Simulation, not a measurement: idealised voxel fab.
Presented below is a process module, voxel trench capacitor.
For reference, the cross-section in this document is cut, with width 295 nm and square cells of 5 nm.
Bands, listed from the top down, are how a cross-section gets written in this document; the cross-section itself is a grid of square cells, and a band is one or more rows of them.
Top, bottom (nm), then materials left to right with widths (nm); lone material tagged "throughout" fills the whole band edge to edge; "empty" = empty space.
Measure heights from 0. That's the level where, below it, the as-received wafer is all one material. The lowest band is bottomless and extends downward; write it as in "z 0 and below".
Width: "30..40" (first number = top row, second number = bottom row, same change from row to row of cells).
A step reported as "nothing changed" is a step in which no cell of the cross-section changed.
Under "Trapped voids" you'll find the enclosed gaps, the ones with no way out to the top, that are 8 cells or bigger; each reads width x height at distance, with distance counted from the left edge, everything in nm.
Anything after a step's settings on that line? It's the simulator's own note about the step.
What "overlay nm" on a step's line means: if the step has a mask, that mask lay this far to the right of its planned place, or, when the value is negative, to the left.
### This section lists the process steps that were planned
1) op RECEIVE | material Si
2) op CONFORMAL_DEP | material SiN | thk nm 10
3) op DIRECTIONAL_DEP | material aC | thk nm 10
4) op PATTERN | tone open | mask id TRENCH | material resist | width nm 20 | pitch nm 50 | thk nm 30 | overlay nm 0
5) op DIRECTIONAL_ETCH | etch materials aC | depth nm 10
6) op STRIP | etch materials resist
7) op DIRECTIONAL_ETCH | etch materials SiN | depth nm 10
8) op DIRECTIONAL_ETCH | etch materials Si | depth nm 35
9) op STRIP | etch materials aC
10) op CONFORMAL_DEP | material Al2O3 | thk nm 5
11) op FILL_DEP | material polySi | thk nm 5
12) op CMP | height nm 10
### Cross-section of the wafer as it came to us, i.e., already through step 1
* z 0 and below  Si throughout
* Trapped voids: none
### Here's the wafer cut in cross-section after the module, started and planned just like above, except one thing was done wrong in the run
* z 10 to 0  SiN 55 nm / Al2O3 5 nm / polySi 20 nm / Al2O3 5 nm / SiN 20 nm / Al2O3 5 nm / polySi 20 nm / Al2O3 5 nm / SiN 20 nm / Al2O3 5 nm / polySi 20 nm / Al2O3 5 nm / SiN 20 nm / Al2O3 5 nm / polySi 20 nm / Al2O3 5 nm / SiN 60 nm
* z 0 to -30  Si 55 nm / Al2O3 5 nm / polySi 20 nm / Al2O3 5 nm / Si 20 nm / Al2O3 5 nm / polySi 20 nm / Al2O3 5 nm / Si 20 nm / Al2O3 5 nm / polySi 20 nm / Al2O3 5 nm / Si 20 nm / Al2O3 5 nm / polySi 20 nm / Al2O3 5 nm / Si 60 nm
* z -30 to -35  Si 55 nm / Al2O3 30 nm / Si 20 nm / Al2O3 30 nm / Si 20 nm / Al2O3 30 nm / Si 20 nm / Al2O3 30 nm / Si 60 nm
* z -35 and below  Si throughout
* Trapped voids: none
Against the plan, the run slipped here: in deviation from the planned setting, step 4 was conducted as op PATTERN | tone open | mask id TRENCH | material resist | width nm 30 | pitch nm 50 | thk nm 30 | overlay nm 0
